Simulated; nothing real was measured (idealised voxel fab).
The following is a process module called voxel released beams.
The cross-section shown here is cut; it is 285 nm wide and divided into square cells measuring 5 nm on a side.
Cross-sections here: square-cell grids, written as top-down lists of bands, a band being one or more rows of cells. This entry defines a band. It first specifies the height of the band's top and the height of its bottom in nm, and then specifies the band's materials from left to right, stating each material with its width in nm. The word "edge to edge" identifies a single material that fills the band from edge to edge, while the word "air" identifies empty space. Heads up on the height convention: 0 is the point under which the incoming wafer is all one material, and the lowest band has no bottom, it just keeps going down, like "0 -> down". Top row gets the first number, bottom row gets the second, and each row in between changes by the same step: that is how a band width like "30..40" works. A step reported as "no alterations made" is a step in which no cell of the cross-section changed. The entry "Voids, fully enclosed" lists the empty spaces that cover at least 8 cells and have no open path to the top. Each is written as width x height at distance, where the distance is measured from the left edge and all three values are in nm. Anything after a step's settings on that line? It's the simulator's own note about the step. "overlay nm" denotes, for a step that has a mask, the displacement of the mask to the right of its planned place, with negative values corresponding to the left.

### Process steps (planned)
- 1: op RECEIVE | material Si
- 2: op CONFORMAL_DEP | material SiN | thk nm 5
- 3: op DIRECTIONAL_DEP | material SiO2 | thk nm 20
- 4: op PATTERN | tone open | mask id ANCHOR | material resist | width nm 30 | thk nm 15 | overlay nm 0
- 5: op DIRECTIONAL_ETCH | etch materials SiO2 | depth nm 20
- 6: op STRIP | etch materials resist
- 7: op CONFORMAL_DEP | material TiN | thk nm 10
- 8: op DIRECTIONAL_DEP | material aC | thk nm 10
- 9: op PATTERN | tone cover | mask id BEAM | material resist | width nm 110 | thk nm 25 | overlay nm 0
- 10: op DIRECTIONAL_ETCH | etch materials aC | depth nm 10
- 11: op STRIP | etch materials resist
- 12: op DIRECTIONAL_ETCH | etch materials TiN | depth nm 10
- 13: op STRIP | etch materials aC
- 14: op STRIP | etch materials SiO2

### First of two wafers, processed according to plan

### Cross-section, incoming material, after step 1
    0 -> down  Si edge to edge
    Voids, fully enclosed: none

### After step 2: wafer cross-section
    5 -> 0  SiN edge to edge
    Note: structure below 0 unchanged.

### After step 3: wafer cross-section
    25 -> 5  SiO2 edge to edge
    Note: structure below 5 unchanged.

### After step 4: wafer cross-section
    40 -> 25  90 nm resist | 30 nm air | 165 nm resist
    Note: structure below 25 unchanged.

### After step 5: wafer cross-section
    40 -> 25  90 nm resist | 30 nm air | 165 nm resist
    25 -> 5  90 nm SiO2 | 30 nm air | 165 nm SiO2
    Note: structure below 5 unchanged.

### After step 6: wafer cross-section
    25 -> 5  90 nm SiO2 | 30 nm air | 165 nm SiO2
    Note: structure below 5 unchanged.

### After step 7: wafer cross-section
    35 -> 25  100 nm TiN | 10 nm air | 175 nm TiN
    25 -> 15  90 nm SiO2 | 10 nm TiN | 10 nm air | 10 nm TiN | 165 nm SiO2
    15 -> 5  90 nm SiO2 | 30 nm TiN | 165 nm SiO2
    Note: structure below 5 unchanged.

### After step 8: wafer cross-section
    45 -> 35  100 nm aC | 10 nm air | 175 nm aC
    35 -> 25  100 nm TiN | 10 nm air | 175 nm TiN
    25 -> 15  90 nm SiO2 | 10 nm TiN | 10 nm aC | 10 nm TiN | 165 nm SiO2
    Note: structure below 15 unchanged.

### After step 9: wafer cross-section
    70 -> 45  85 nm air | 110 nm resist | 90 nm air
    45 -> 35  100 nm aC | 10 nm resist | 175 nm aC
    35 -> 25  100 nm TiN | 10 nm resist | 175 nm TiN
    Note: structure below 25 unchanged.

### After step 10: wafer cross-section
    60 -> 45  85 nm air | 110 nm resist | 90 nm air
    45 -> 35  85 nm air | 15 nm aC | 10 nm resist | 85 nm aC | 90 nm air
    Note: structure below 35 unchanged.

### After step 11: wafer cross-section
    45 -> 35  85 nm air | 15 nm aC | 10 nm air | 85 nm aC | 90 nm air
    35 -> 25  100 nm TiN | 10 nm air | 175 nm TiN
    Note: structure below 25 unchanged.

### After step 12: wafer cross-section
    45 -> 35  85 nm air | 15 nm aC | 10 nm air | 85 nm aC | 90 nm air
    35 -> 25  85 nm air | 15 nm TiN | 10 nm air | 85 nm TiN | 90 nm air
    Note: structure below 25 unchanged.

### After step 13: wafer cross-section
    35 -> 25  85 nm air | 15 nm TiN | 10 nm air | 85 nm TiN | 90 nm air
    25 -> 15  90 nm SiO2 | 10 nm TiN | 10 nm air | 10 nm TiN | 165 nm SiO2
    Note: structure below 15 unchanged.

### After step 14: wafer cross-section
    35 -> 25  85 nm air | 15 nm TiN | 10 nm air | 85 nm TiN | 90 nm air
    25 -> 15  90 nm air | 10 nm TiN | 10 nm air | 10 nm TiN | 165 nm air
    15 -> 5  90 nm air | 30 nm TiN | 165 nm air
    Note: structure below 5 unchanged.

### The second wafer was prepared from the same starting point and under the same plan as the first; its processing contained one mistake, and it remains indistinguishable from the first wafer up to and including step 6

### At the planned end of step 7, the second wafer in cross-section
    35 -> 25  100 nm SiN | 10 nm air | 175 nm SiN
    25 -> 15  90 nm SiO2 | 10 nm SiN | 10 nm air | 10 nm SiN | 165 nm SiO2
    15 -> 5  90 nm SiO2 | 30 nm SiN | 165 nm SiO2
    Note: structure below 5 unchanged.

### At the planned end of step 8, the second wafer in cross-section
    45 -> 35  100 nm aC | 10 nm air | 175 nm aC
    35 -> 25  100 nm SiN | 10 nm air | 175 nm SiN
    25 -> 15  90 nm SiO2 | 10 nm SiN | 10 nm aC | 10 nm SiN | 165 nm SiO2
    Note: structure below 15 unchanged.

### At the planned end of step 9, the second wafer in cross-section
    70 -> 45  85 nm air | 110 nm resist | 90 nm air
    45 -> 35  100 nm aC | 10 nm resist | 175 nm aC
    35 -> 25  100 nm SiN | 10 nm resist | 175 nm SiN
    Note: structure below 25 unchanged.

### At the planned end of step 10, the second wafer in cross-section
    60 -> 45  85 nm air | 110 nm resist | 90 nm air
    45 -> 35  85 nm air | 15 nm aC | 10 nm resist | 85 nm aC | 90 nm air
    Note: structure below 35 unchanged.

### At the planned end of step 11, the second wafer in cross-section
    45 -> 35  85 nm air | 15 nm aC | 10 nm air | 85 nm aC | 90 nm air
    35 -> 25  100 nm SiN | 10 nm air | 175 nm SiN
    Note: structure below 25 unchanged.

At the planned end of step 12, the second wafer in cross-section: no alterations made

### At the planned end of step 13, the second wafer in cross-section
    35 -> 25  100 nm SiN | 10 nm air | 175 nm SiN
    25 -> 15  90 nm SiO2 | 10 nm SiN | 10 nm air | 10 nm SiN | 165 nm SiO2
    Note: structure below 15 unchanged.

At the planned end of step 14, the second wafer in cross-section: no alterations made
Deviation from plan: in deviation from the planned setting, step 7 was conducted as op CONFORMAL_DEP | material SiN | thk nm 10
In the final state, the cell counts of the second wafer exceed or fall short of those of the first for the following materials: +130 SiN; +204 SiO2; -60 TiN
